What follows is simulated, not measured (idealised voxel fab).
This section sets out a process module, namely voxel gate over fins.
Displayed cross-section: cut, width of 255 nm, square cells sized 5 nm.
In this document a cross-section is written as a grid of square cells. It is given as a series of bands, listed from the top down, and a band is one or more rows of cells. Band: top height; bottom height; in nm. Then, left to right: material with width in nm, for each material. "full width": a single material spanning edge to edge. "blank": empty space. Convention: height 0 is the level below which the wafer, as received, is all one material. The lowest band does not terminate at the bottom but continues downward, represented as "z 0 and below". When a width is written as two numbers, as in "30->40", the first number is the width in the top row of cells of the band and the second is the width in its bottom row, and the width changes by the same amount from each row to the next. Where a step carries "no alteration", the cross-section came out of it unchanged, cell for cell. Basically, "Enclosed void entries" tells you about the enclosed voids: empty spaces with no open way to the top, 8 cells or bigger, each written width x height at distance, where distance is from the left edge, all in nm. Anything after a step's settings on that line? It's the simulator's own note about the step. overlay nm: how far to the right of its planned place the mask lay on this masked step (negative: to the left).
## Steps in the process plan
1 RECEIVE, material Si
2 CONFORMAL_DEP, material SiN, thk nm 10
3 MASKED_ETCH, tone cover, mask id FINS, width nm 15, pitch nm 50, etch materials SiN, depth nm 10, overlay nm 0
4 MASKED_ETCH, tone cover, mask id FINS, width nm 15, pitch nm 50, etch materials Si, depth nm 35, overlay nm 0
5 OXIDIZE, depth nm 5
6 FILL_DEP, material SiO2, thk nm 15
7 CMP, height nm 10
8 DIRECTIONAL_DEP, material aC, thk nm 10
9 PATTERN, tone open, mask id RAIL, material resist, width nm 15, thk nm 30, overlay nm 0
10 DIRECTIONAL_ETCH, etch materials aC, depth nm 10
11 STRIP, etch materials resist
12 DIRECTIONAL_ETCH, etch materials SiO2, depth nm 40
13 STRIP, etch materials aC
14 CONFORMAL_DEP, material TiN, thk nm 5
15 FILL_DEP, material W, thk nm 10
16 CMP, height nm 10
17 SELECTIVE_ETCH, etch materials W Ru TiN, depth nm 30
18 FILL_DEP, material SiO2, thk nm 5
19 CMP, height nm 10
20 SELECTIVE_ETCH, etch materials SiO2, depth nm 20
21 STRIP, etch materials SiN
22 CONFORMAL_DEP, material HfO2, thk nm 5
23 CONFORMAL_DEP, material TiN, thk nm 5
24 CONFORMAL_DEP, material TiAl, thk nm 5
25 CONFORMAL_DEP, material TiN, thk nm 5
26 FILL_DEP, material W, thk nm 15
27 CMP, height nm 30
28 CONFORMAL_DEP, material SiN, thk nm 5
## Cross-section of the wafer at receipt, which is the condition after step 1
> z 0 and below  Si full width
> Enclosed void entries: none
## The first of two wafers, cross-sectioned at the end of the module, with the run proceeding as planned
> z 35 to 30  SiN full width
> z 30 to 20  W full width
> z 20 to 15  W 80 nm; TiN 45 nm; W 5 nm; TiN 45 nm; W 80 nm
> z 15 to 10  W 80 nm; TiN 5 nm; TiAl 35 nm; TiN 5 nm; W 5 nm; TiN 5 nm; TiAl 35 nm; TiN 5 nm; W 80 nm
> z 10 to 5  TiN 85 nm; TiAl 5 nm; TiN 25 nm; TiAl 5 nm; TiN 15 nm; TiAl 5 nm; TiN 25 nm; TiAl 5 nm; TiN 85 nm
> z 5 to 0  TiAl 90 nm; TiN 5 nm; HfO2 15 nm; TiN 5 nm; TiAl 25 nm; TiN 5 nm; HfO2 15 nm; TiN 5 nm; TiAl 90 nm
> z 0 to -5  TiN 95 nm; HfO2 5 nm; Si 5 nm; HfO2 5 nm; TiN 35 nm; HfO2 5 nm; Si 5 nm; HfO2 5 nm; TiN 95 nm
> z -5 to -10  HfO2 100 nm; Si 5 nm; HfO2 45 nm; Si 5 nm; HfO2 100 nm
> z -10 to -20  SiO2 100 nm; Si 5 nm; SiO2 45 nm; Si 5 nm; SiO2 100 nm
> z -20 to -25  SiO2 100 nm; Si 5 nm; SiO2 15 nm; TiN 5 nm; W 5 nm; TiN 5 nm; SiO2 15 nm; Si 5 nm; SiO2 100 nm
> z -25 to -30  SiO2 100 nm; Si 5 nm; SiO2 15 nm; TiN 15 nm; SiO2 15 nm; Si 5 nm; SiO2 100 nm
> z -30 to -40  SiO2 100 nm; Si 5 nm; SiO2 45 nm; Si 5 nm; SiO2 100 nm
> z -40 and below  Si full width
> Enclosed void entries: none
## Second wafer of the two, sectioned at the end of the module. It began like the first and followed the same plan, but one mistake was made while running it
> z 35 to 30  SiN full width
> z 30 to 20  W full width
> z 20 to 15  W 80 nm; TiN 45 nm; W 5 nm; TiN 45 nm; W 80 nm
> z 15 to 10  W 80 nm; TiN 5 nm; TiAl 35 nm; TiN 5 nm; W 5 nm; TiN 5 nm; TiAl 35 nm; TiN 5 nm; W 80 nm
> z 10 to 5  TiN 85 nm; TiAl 5 nm; TiN 25 nm; TiAl 5 nm; TiN 15 nm; TiAl 5 nm; TiN 25 nm; TiAl 5 nm; TiN 85 nm
> z 5 to 0  TiAl 90 nm; TiN 5 nm; HfO2 15 nm; TiN 5 nm; TiAl 25 nm; TiN 5 nm; HfO2 15 nm; TiN 5 nm; TiAl 90 nm
> z 0 to -5  TiN 95 nm; HfO2 5 nm; Si 5 nm; HfO2 5 nm; TiN 35 nm; HfO2 5 nm; Si 5 nm; HfO2 5 nm; TiN 95 nm
> z -5 to -10  HfO2 100 nm; Si 5 nm; HfO2 45 nm; Si 5 nm; HfO2 100 nm
> z -10 to -20  SiO2 100 nm; Si 5 nm; SiO2 45 nm; Si 5 nm; SiO2 100 nm
> z -20 to -25  W 90 nm; TiN 5 nm; SiO2 5 nm; Si 5 nm; SiO2 5 nm; TiN 10 nm; SiO2 15 nm; TiN 10 nm; SiO2 5 nm; Si 5 nm; SiO2 5 nm; TiN 5 nm; W 90 nm
> z -25 to -30  TiN 95 nm; SiO2 5 nm; Si 5 nm; SiO2 5 nm; TiN 10 nm; SiO2 15 nm; TiN 10 nm; SiO2 5 nm; Si 5 nm; SiO2 5 nm; TiN 95 nm
> z -30 to -40  SiO2 100 nm; Si 5 nm; SiO2 45 nm; Si 5 nm; SiO2 100 nm
> z -40 and below  Si full width
> Enclosed void entries: none
Want to know what went wrong? it should be noted that step 9 was executed with settings other than those planned, the operation and settings actually applied being PATTERN, tone cover, mask id RAIL, material resist, width nm 15, thk nm 30, overlay nm 0
The closing comparison, in cells, has the second wafer with more or fewer of some materials than the first: SiO2: 78 fewer | TiN: 43 more | W: 35 more
